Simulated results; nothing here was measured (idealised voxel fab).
Documented hereafter: the process module known as voxel wiring stack.
The figure presents cross-section cut, which has a width of 155 nm and is divided into square cells with an edge length of 5 nm.
Think of the cross-section as a grid of square cells. We describe it in bands, top to bottom, and each band covers one or more rows of those cells.
Top, bottom (nm), then materials left to right with widths (nm); lone material tagged "throughout" fills the whole band edge to edge; "blank" = empty space.
Counting heights begins at 0, where everything beneath is, in the wafer as received, one material. The lowest band has no bottom; it goes on downwards, as "top 0, no bottom" shows.
Top row gets the first number, bottom row gets the second, and each row in between changes by the same step: that is how a band width like "30->40" works.
Key: "remained unchanged" - step with no changed cell in the cross-section.
Enclosed voids (no open way to top), threshold 8 cells or more, entry "Voids, enclosed", notation width x height at distance, distance from left edge, nm.
The remark found on a step's line after its settings is issued by the simulator itself and pertains to that step.
What "overlay nm" on a step's line means: if the step has a mask, that mask lay this far to the right of its planned place, or, when the value is negative, to the left.

[Here's what the planned process steps look like]
1 op RECEIVE | material Si
2 op CONFORMAL_DEP | material SiO2 | thk nm 15
3 op DIRECTIONAL_DEP | material TiN | thk nm 5
4 op DIRECTIONAL_DEP | material W | thk nm 15
5 op MASKED_ETCH | tone cover | mask id METAL_1 | width nm 20 | pitch nm 45 | etch materials W | depth nm 15 | overlay nm 0
6 op MASKED_ETCH | tone cover | mask id METAL_1 | width nm 20 | pitch nm 45 | etch materials TiN | depth nm 5 | overlay nm 0
7 op CONFORMAL_DEP | material SiN | thk nm 5
8 op FILL_DEP | material lowk | thk nm 5
9 op CMP | height nm 35
10 op CONFORMAL_DEP | material SiCN | thk nm 5
11 op DIRECTIONAL_DEP | material lowk | thk nm 15
12 op PATTERN | tone open | mask id PLUG_1 | material resist | width nm 15 | pitch nm 90 | thk nm 15 | overlay nm 0
13 op DIRECTIONAL_ETCH | etch materials lowk | depth nm 15
14 op DIRECTIONAL_ETCH | etch materials SiCN | depth nm 5
15 op STRIP | etch materials resist
16 op CONFORMAL_DEP | material TiN | thk nm 5
17 op FILL_DEP | material W | thk nm 10
18 op CMP | height nm 55
19 op CONFORMAL_DEP | material SiN | thk nm 5
20 op DIRECTIONAL_DEP | material SiO2 | thk nm 25
21 op DIRECTIONAL_DEP | material aC | thk nm 15
22 op PATTERN | tone open | mask id METAL_2 | material resist | width nm 20 | pitch nm 45 | thk nm 30 | overlay nm 0
23 op DIRECTIONAL_ETCH | etch materials aC | depth nm 15
24 op STRIP | etch materials resist
25 op DIRECTIONAL_ETCH | etch materials SiO2 | depth nm 25
26 op DIRECTIONAL_ETCH | etch materials SiN | depth nm 5
27 op STRIP | etch materials aC
28 op CONFORMAL_DEP | material TiN | thk nm 5
29 op FILL_DEP | material W | thk nm 10
30 op CMP | height nm 85
31 op CONFORMAL_DEP | material SiCN | thk nm 5
32 op DIRECTIONAL_DEP | material SiO2 | thk nm 20
33 op DIRECTIONAL_DEP | material aC | thk nm 10
34 op PATTERN | tone open | mask id PLUG_2 | material resist | width nm 15 | pitch nm 90 | thk nm 30 | overlay nm 0
35 op DIRECTIONAL_ETCH | etch materials aC | depth nm 10
36 op STRIP | etch materials resist
37 op DIRECTIONAL_ETCH | etch materials SiO2 | depth nm 20
38 op DIRECTIONAL_ETCH | etch materials SiCN | depth nm 5
39 op STRIP | etch materials aC
40 op EPI | material Ru | thk nm 10
41 op EPI | material Ru | thk nm 10
42 op EPI | material Ru | thk nm 5
43 op CONFORMAL_DEP | material SiN | thk nm 5
44 op DIRECTIONAL_DEP | material lowk | thk nm 25
45 op MASKED_ETCH | tone open | mask id METAL_3 | width nm 20 | pitch nm 45 | etch materials lowk | depth nm 25 | overlay nm 0
46 op MASKED_ETCH | tone open | mask id METAL_3 | width nm 20 | pitch nm 45 | etch materials SiN | depth nm 5 | overlay nm 0
47 op CONFORMAL_DEP | material TiN | thk nm 5
48 op FILL_DEP | material Cu | thk nm 10
49 op CMP | height nm 140
50 op CONFORMAL_DEP | material SiCN | thk nm 5
51 op DIRECTIONAL_DEP | material lowk | thk nm 10
52 op DIRECTIONAL_DEP | material aC | thk nm 10
53 op PATTERN | tone open | mask id PLUG_3 | material resist | width nm 15 | pitch nm 45 | thk nm 25 | overlay nm 0
54 op DIRECTIONAL_ETCH | etch materials aC | depth nm 10
55 op STRIP | etch materials resist
56 op DIRECTIONAL_ETCH | etch materials lowk | depth nm 10
57 op DIRECTIONAL_ETCH | etch materials SiCN | depth nm 5
58 op STRIP | etch materials aC
59 op CONFORMAL_DEP | material TiN | thk nm 5
60 op FILL_DEP | material W | thk nm 5
61 op CMP | height nm 155
62 op DIRECTIONAL_DEP | material TiN | thk nm 5
63 op DIRECTIONAL_DEP | material W | thk nm 15
64 op PATTERN | tone cover | mask id METAL_4 | material resist | width nm 20 | pitch nm 45 | thk nm 20 | overlay nm 0
65 op DIRECTIONAL_ETCH | etch materials W | depth nm 15
66 op DIRECTIONAL_ETCH | etch materials TiN | depth nm 5
67 op STRIP | etch materials resist
68 op CONFORMAL_DEP | material SiCN | thk nm 5
69 op FILL_DEP | material lowk | thk nm 5
70 op CMP | height nm 175
71 op CONFORMAL_DEP | material SiCN | thk nm 5

[Received-state cross-section, reflecting completion of step 1]
- top 0, no bottom  Si throughout
- Voids, enclosed: none

[Cross-sectional view of the first of the two wafers upon completion of the module, processed in accordance with the plan]
- top 180, bottom 175  SiCN throughout
- top 175, bottom 160  15 of lowk  5 of SiCN  20 of W  5 of SiCN  15 of lowk  5 of SiCN  20 of W  5 of SiCN  15 of lowk  5 of SiCN  20 of W  5 of SiCN  20 of lowk
- top 160, bottom 155  20 of SiCN  20 of TiN  25 of SiCN  20 of TiN  25 of SiCN  20 of TiN  25 of SiCN
- top 155, bottom 145  20 of lowk  5 of TiN  5 of W  5 of TiN  30 of lowk  5 of TiN  5 of W  5 of TiN  30 of lowk  5 of TiN  5 of W  5 of TiN  30 of lowk
- top 145, bottom 140  20 of SiCN  15 of TiN  30 of SiCN  15 of TiN  30 of SiCN  15 of TiN  30 of SiCN
- top 140, bottom 115  20 of lowk  5 of TiN  10 of Cu  5 of TiN  25 of lowk  5 of TiN  10 of Cu  5 of TiN  25 of lowk  5 of TiN  10 of Cu  5 of TiN  25 of lowk
- top 115, bottom 110  20 of SiN  20 of TiN  25 of SiN  20 of TiN  25 of SiN  20 of TiN  25 of SiN
- top 110, bottom 90  20 of SiO2  15 of Ru  75 of SiO2  15 of Ru  30 of SiO2
- top 90, bottom 85  20 of SiCN  15 of Ru  75 of SiCN  15 of Ru  30 of SiCN
- top 85, bottom 60  20 of SiO2  5 of TiN  10 of W  5 of TiN  25 of SiO2  5 of TiN  10 of W  5 of TiN  25 of SiO2  5 of TiN  10 of W  5 of TiN  25 of SiO2
- top 60, bottom 55  20 of SiN  20 of TiN  25 of SiN  20 of TiN  25 of SiN  20 of TiN  25 of SiN
- top 55, bottom 40  20 of lowk  5 of TiN  5 of W  5 of TiN  75 of lowk  5 of TiN  5 of W  5 of TiN  30 of lowk
- top 40, bottom 35  20 of SiCN  15 of TiN  75 of SiCN  15 of TiN  30 of SiCN
- top 35, bottom 20  15 of lowk  5 of SiN  20 of W  5 of SiN  15 of lowk  5 of SiN  20 of W  5 of SiN  15 of lowk  5 of SiN  20 of W  5 of SiN  20 of lowk
- top 20, bottom 15  20 of SiN  20 of TiN  25 of SiN  20 of TiN  25 of SiN  20 of TiN  25 of SiN
- top 15, bottom 0  SiO2 throughout
- top 0, no bottom  Si throughout
- Voids, enclosed: none

[What the second wafer looks like in cross-section once the module is done. Its start and its plan matched the first wafer's exactly; what differed was one mistake in how it was run]
- top 180, bottom 175  SiCN throughout
- top 175, bottom 160  15 of lowk  5 of SiCN  20 of W  5 of SiCN  15 of lowk  5 of SiCN  20 of W  5 of SiCN  15 of lowk  5 of SiCN  20 of W  5 of SiCN  20 of lowk
- top 160, bottom 155  20 of SiCN  20 of TiN  25 of SiCN  20 of TiN  25 of SiCN  20 of TiN  25 of SiCN
- top 155, bottom 145  20 of lowk  5 of TiN  5 of W  5 of TiN  30 of lowk  5 of TiN  5 of W  5 of TiN  30 of lowk  5 of TiN  5 of W  5 of TiN  30 of lowk
- top 145, bottom 140  20 of SiCN  15 of TiN  30 of SiCN  15 of TiN  30 of SiCN  15 of TiN  30 of SiCN
- top 140, bottom 135  10 of TiN  10 of lowk  5 of TiN  10 of Cu  5 of TiN  5 of lowk  25 of TiN  10 of Cu  20 of TiN  10 of lowk  5 of TiN  10 of Cu  5 of TiN  5 of lowk  20 of TiN
- top 135, bottom 115  20 of lowk  5 of TiN  10 of Cu  5 of TiN  25 of lowk  5 of TiN  10 of Cu  5 of TiN  25 of lowk  5 of TiN  10 of Cu  5 of TiN  25 of lowk
- top 115, bottom 110  10 of lowk  10 of SiN  20 of TiN  5 of SiN  20 of lowk  5 of TiN  10 of Cu  5 of TiN  15 of lowk  10 of SiN  20 of TiN  5 of SiN  20 of lowk
- top 110, bottom 105  15 of SiN  25 of Ru  25 of SiN  20 of TiN  20 of SiN  25 of Ru  25 of SiN
- top 105, bottom 90  20 of SiO2  15 of Ru  75 of SiO2  15 of Ru  30 of SiO2
- top 90, bottom 85  20 of SiCN  15 of Ru  75 of SiCN  15 of Ru  30 of SiCN
- top 85, bottom 60  20 of SiO2  5 of TiN  10 of W  5 of TiN  25 of SiO2  5 of TiN  10 of W  5 of TiN  25 of SiO2  5 of TiN  10 of W  5 of TiN  25 of SiO2
- top 60, bottom 55  20 of SiN  20 of TiN  25 of SiN  20 of TiN  25 of SiN  20 of TiN  25 of SiN
- top 55, bottom 40  20 of lowk  5 of TiN  5 of W  5 of TiN  75 of lowk  5 of TiN  5 of W  5 of TiN  30 of lowk
- top 40, bottom 35  20 of SiCN  15 of TiN  75 of SiCN  15 of TiN  30 of SiCN
- top 35, bottom 20  15 of lowk  5 of SiN  20 of W  5 of SiN  15 of lowk  5 of SiN  20 of W  5 of SiN  15 of lowk  5 of SiN  20 of W  5 of SiN  20 of lowk
- top 20, bottom 15  20 of SiN  20 of TiN  25 of SiN  20 of TiN  25 of SiN  20 of TiN  25 of SiN
- top 15, bottom 0  SiO2 throughout
- top 0, no bottom  Si throughout
- Voids, enclosed: none
Run error: step 32 ran with different settings than intended, the actual operation and settings being op DIRECTIONAL_DEP | material SiO2 | thk nm 15
The second wafer ends with more or fewer cells of some materials than the first, per final count: Cu +2 | Ru +4 | SiN +4 | SiO2 -25 | TiN +15
